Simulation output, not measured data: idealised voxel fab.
Name of the process module below: voxel tone inversion
Cross-section cut: width 295 nm, square cells of 5 nm.
In this document a cross-section is written as a grid of square cells. It is given as a series of bands, listed from the top down, and a band is one or more rows of cells.
This entry defines a band. It first specifies the height of the band's top and the height of its bottom in nm, and then specifies the band's materials from left to right, stating each material with its width in nm. The word "full width" identifies a single material that fills the band from edge to edge, while the word "blank" identifies empty space.
Heads up on the height convention: 0 is the point under which the incoming wafer is all one material, and the lowest band has no bottom, it just keeps going down, like "top 0, no bottom".
The two numbers in a width such as "30..40" mark its ends across the band: the first belongs to the top row of cells, the second to the bottom row, and from each row to the next the width moves by the same amount.
Basically "nothing got changed" means that step didn't change any cell in the cross-section.
"Unvented voids": sealed empty spaces, 8 cells or more, no open way to top, listed width x height at distance, with distance from the left edge and width, height and distance in nm.
Formally, on a step line, whatever follows the settings is a remark that the simulator itself makes on the step.
"overlay nm" answers the question of how far to the right of plan the mask lay on a step that has a mask, and when it is negative the answer is to the left.
Planned process steps:
step 1: RECEIVE (material Si)
step 2: CONFORMAL_DEP (material SiN; thk nm 10)
step 3: DIRECTIONAL_DEP (material polySi; thk nm 20)
step 4: PATTERN (tone cover; mask id POSTS; material resist; width nm 20; pitch nm 50; thk nm 30; overlay nm 0)
step 5: DIRECTIONAL_ETCH (etch materials polySi; depth nm 20)
step 6: STRIP (etch materials resist)
step 7: FILL_DEP (material lowk; thk nm 10)
step 8: CMP (height nm 30)
step 9: STRIP (etch materials polySi)
step 10: CONFORMAL_DEP (material TiN; thk nm 5)
step 11: FILL_DEP (material Ru; thk nm 5)
step 12: CMP (height nm 30)
step 13: CONFORMAL_DEP (material SiCN; thk nm 5)
Received-state cross-section, reflecting completion of step 1:
- top 0, no bottom | Si full width
- Unvented voids: none
The first of the two wafers as seen in cross-section once the module was finished; processing followed the plan:
- top 35, bottom 30 | SiCN full width
- top 30, bottom 15 | 110 nm lowk / 5 nm TiN / 10 nm Ru / 5 nm TiN / 30 nm lowk / 5 nm TiN / 10 nm Ru / 5 nm TiN / 115 nm lowk
- top 15, bottom 10 | 110 nm lowk / 20 nm TiN / 30 nm lowk / 20 nm TiN / 115 nm lowk
- top 10, bottom 0 | SiN full width
- top 0, no bottom | Si full width
- Unvented voids: none
second wafer at the end: like start, like plan, one mistake:
- top 35, bottom 30 | SiCN full width
- top 30, bottom 15 | 105 nm Ru / 5 nm TiN / 20 nm lowk / 5 nm TiN / 20 nm Ru / 5 nm TiN / 20 nm lowk / 5 nm TiN / 110 nm Ru
- top 15, bottom 10 | 110 nm TiN / 20 nm lowk / 30 nm TiN / 20 nm lowk / 115 nm TiN
- top 10, bottom 0 | SiN full width
- top 0, no bottom | Si full width
- Unvented voids: none
Want to know what went wrong? for step 4, the planned setting was not used; the step was instead run as PATTERN (tone open; mask id POSTS; material resist; width nm 20; pitch nm 50; thk nm 30; overlay nm 0)
End of process, cell counts, second wafer against first, materials with more or fewer: +129 Ru | +43 TiN | -172 lowk
